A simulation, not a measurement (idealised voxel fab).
The following process module bears the name voxel ribs on slabs.
Square cells of 5 nm make up the cross-section cut, whose width is 240 nm.
Heads up, the way a cross-section reads in here is a grid of square cells, handed over as bands from the top down, with every band being one or more rows of cells. The entry gives the band's vertical extent as a top height and a bottom height in nm, then its horizontal make-up as materials from left to right, each with a width in nm. "empty" stands for empty space; a single material marked "throughout" fills the band edge to edge. Height 0 is the level under which the wafer as received is all one material. The lowest band goes on downwards, as in "0..down". With a width like "30->40", each row of cells in the band differs from the next by the same amount, the top row carrying the first number and the bottom row the second. Where the words "identical to before" appear for a step, the cross-section shows no cell changed by that step; every cell remained as before. Look at "Enclosed void catalog" for the closed voids: empty spaces with no open path to the top, sized 8 cells or up. Each is width x height at distance, distance from the left edge, all nm. Text after the settings on a step's line: the simulator's own remark on that step. When a step includes a mask, the "overlay nm" setting on its line states how far to the right of its planned place that mask lay, and negative values state how far to the left.

SO HERE'S THE LINEUP OF PROCESS STEPS WE PLANNED
step 1: RECEIVE,material Si
step 2: DIRECTIONAL_DEP,material SiO2,thk nm 20
step 3: DIRECTIONAL_DEP,material SiN,thk nm 20
step 4: DIRECTIONAL_DEP,material aC,thk nm 10
step 5: PATTERN,tone cover,mask id RIB,material resist,width nm 30,thk nm 30,overlay nm 0
step 6: DIRECTIONAL_ETCH,etch materials aC,depth nm 10
step 7: STRIP,etch materials resist
step 8: DIRECTIONAL_ETCH,etch materials SiN,depth nm 15
step 9: STRIP,etch materials aC
step 10: MASKED_ETCH,tone cover,mask id SLAB,width nm 60,etch materials SiN,depth nm 5,overlay nm 0
step 11: FILL_DEP,material SiO2,thk nm 15
step 12: CMP,height nm 50
step 13: DIRECTIONAL_DEP,material W,thk nm 5
step 14: MASKED_ETCH,tone cover,mask id HEATER,width nm 40,etch materials W,depth nm 5,overlay nm 0
step 15: CONFORMAL_DEP,material SiN,thk nm 10

CROSS-SECTIONAL VIEW OF THE WAFER IN ITS AS-RECEIVED CONDITION, CORRESPONDING TO THE STATE AFTER STEP 1
	0..down | Si throughout
	Enclosed void catalog: none

END-OF-MODULE CROSS-SECTION. STARTING STRUCTURE AND PROCESS PLAN AS ABOVE; ONE MISTAKE MADE IN RUNNING IT
	65..60 | 90 of empty, 60 of SiN, 90 of empty
	60..55 | SiN throughout
	55..50 | 100 of SiN, 40 of W, 100 of SiN
	50..40 | SiO2 throughout
	40..35 | 90 of SiO2, 15 of SiN, 30 of SiO2, 15 of SiN, 90 of SiO2
	35..25 | 105 of SiN, 30 of SiO2, 105 of SiN
	25..20 | SiN throughout
	20..0 | SiO2 throughout
	0..down | Si throughout
	Enclosed void catalog: none
Heads up, the wafer didn't run the way we planned it: step 5 ran as: PATTERN,tone open,mask id RIB,material resist,width nm 30,thk nm 30,overlay nm 0
